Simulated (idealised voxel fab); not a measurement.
Presented below is a process module, voxel local oxidation.
The figure presents cross-section cut, which has a width of 160 nm and is divided into square cells with an edge length of 5 nm.
Bands, listed from the top down, are how a cross-section gets written in this document; the cross-section itself is a grid of square cells, and a band is one or more rows of them.
Quick guide to a band line: top height, bottom height (nm) up front; then every material left to right with its width in nm. Only one material and it's marked "everywhere"? Then it fills the band edge to edge. And "blank" just means empty space.
Height datum 0, below which the as-received substrate wafer is one material. Lowest band open at the bottom, running downward: "z 0 and below".
The notation "30..40" denotes a width that varies across the rows of cells in the band, beginning at the first number in the top row, finishing at the second number in the bottom row, and changing by an identical amount from each row to the next.
Where the words "remained unchanged" appear for a step, the cross-section shows no cell changed by that step; every cell remained as before.
In the "Unvented cavities" entry, you get each enclosed empty space of 8 cells or more, one with no open way to the top, written width x height at distance, distance from the left edge, in nm.
Whatever follows a step's settings on its line is a remark the simulator itself makes about that step.
overlay nm: how far to the right of its planned place the mask lay on this masked step (negative: to the left).
-- The following list gives the planned process steps
1) RECEIVE,material Si
2) OXIDIZE,depth nm 5
3) CONFORMAL_DEP,material SiN,thk nm 10
4) DIRECTIONAL_DEP,material aC,thk nm 10
5) PATTERN,tone cover,mask id ACTIVE,material resist,width nm 95,thk nm 30,overlay nm 0
6) DIRECTIONAL_ETCH,etch materials aC,depth nm 10
7) STRIP,etch materials resist
8) DIRECTIONAL_ETCH,etch materials SiN,depth nm 10
9) STRIP,etch materials aC
10) SELECTIVE_ETCH,etch materials SiO2,depth nm 5
11) OXIDIZE,depth nm 15
12) STRIP,etch materials SiN
-- first wafer, as planned
-- Step 1 complete: cross-section of the wafer as received
	z 0 and below  Si everywhere
	Unvented cavities: none
-- The wafer, seen in cross-section, after step 2
	z 0 to -5  SiO2 everywhere
	Below -5 it's all the same as before, nothing changed down there.
-- The wafer, seen in cross-section, after step 3
	z 10 to 0  SiN everywhere
	Below 0 it's all the same as before, nothing changed down there.
-- The wafer, seen in cross-section, after step 4
	z 20 to 10  aC everywhere
	Below 10 it's all the same as before, nothing changed down there.
-- The wafer, seen in cross-section, after step 5
	z 50 to 20  blank=30; resist=95; blank=35
	Below 20 it's all the same as before, nothing changed down there.
-- The wafer, seen in cross-section, after step 6
	z 40 to 20  blank=30; resist=95; blank=35
	z 20 to 10  blank=30; aC=95; blank=35
	Below 10 it's all the same as before, nothing changed down there.
-- The wafer, seen in cross-section, after step 7
	z 20 to 10  blank=30; aC=95; blank=35
	Below 10 it's all the same as before, nothing changed down there.
-- The wafer, seen in cross-section, after step 8
	z 20 to 10  blank=30; aC=95; blank=35
	z 10 to 0  blank=30; SiN=95; blank=35
	Below 0 it's all the same as before, nothing changed down there.
-- The wafer, seen in cross-section, after step 9
	z 10 to 0  blank=30; SiN=95; blank=35
	Below 0 it's all the same as before, nothing changed down there.
-- The wafer, seen in cross-section, after step 10
	z 10 to 0  blank=30; SiN=95; blank=35
	z 0 to -5  blank=35; SiO2=85; blank=40
	Below -5 it's all the same as before, nothing changed down there.
-- The wafer, seen in cross-section, after step 11
	z 10 to 0  blank=30; SiN=95; blank=35
	z 0 to -5  blank=35; SiO2=85; blank=40
	z -5 to -20  SiO2=50; Si=55; SiO2=55
	Below -20 it's all the same as before, nothing changed down there.
-- The wafer, seen in cross-section, after step 12
	z 0 to -5  blank=35; SiO2=85; blank=40
	Below -5 it's all the same as before, nothing changed down there.
-- Second wafer, same starting conditions and recipe as the first, one mistake in executing it, nothing differs from the first up to and including step 2
-- Second wafer, sectioned view, at step 3's planned end time
	z 10 to -5  SiO2 everywhere
	Below -5 it's all the same as before, nothing changed down there.
-- Second wafer, sectioned view, at step 4's planned end time
	z 20 to 10  aC everywhere
	Below 10 it's all the same as before, nothing changed down there.
-- Second wafer, sectioned view, at step 5's planned end time
	z 50 to 20  blank=30; resist=95; blank=35
	Below 20 it's all the same as before, nothing changed down there.
-- Second wafer, sectioned view, at step 6's planned end time
	z 40 to 20  blank=30; resist=95; blank=35
	z 20 to 10  blank=30; aC=95; blank=35
	Below 10 it's all the same as before, nothing changed down there.
-- Second wafer, sectioned view, at step 7's planned end time
	z 20 to 10  blank=30; aC=95; blank=35
	Below 10 it's all the same as before, nothing changed down there.
Second wafer, sectioned view, at step 8's planned end time: remained unchanged
-- Second wafer, sectioned view, at step 9's planned end time
	z 10 to -5  SiO2 everywhere
	Below -5 it's all the same as before, nothing changed down there.
-- Second wafer, sectioned view, at step 10's planned end time
	z 5 to -5  SiO2 everywhere
	Below -5 it's all the same as before, nothing changed down there.
Second wafer, sectioned view, at step 11's planned end time: remained unchanged
Second wafer, sectioned view, at step 12's planned end time: remained unchanged
what went wrong: heads up, step 3 didn't go per plan, it actually ran as CONFORMAL_DEP,material SiO2,thk nm 10
Upon completion, the second wafer contains, in terms of cells, a greater or smaller amount of certain materials than the first wafer: 63 more of Si | 16 fewer of SiO2
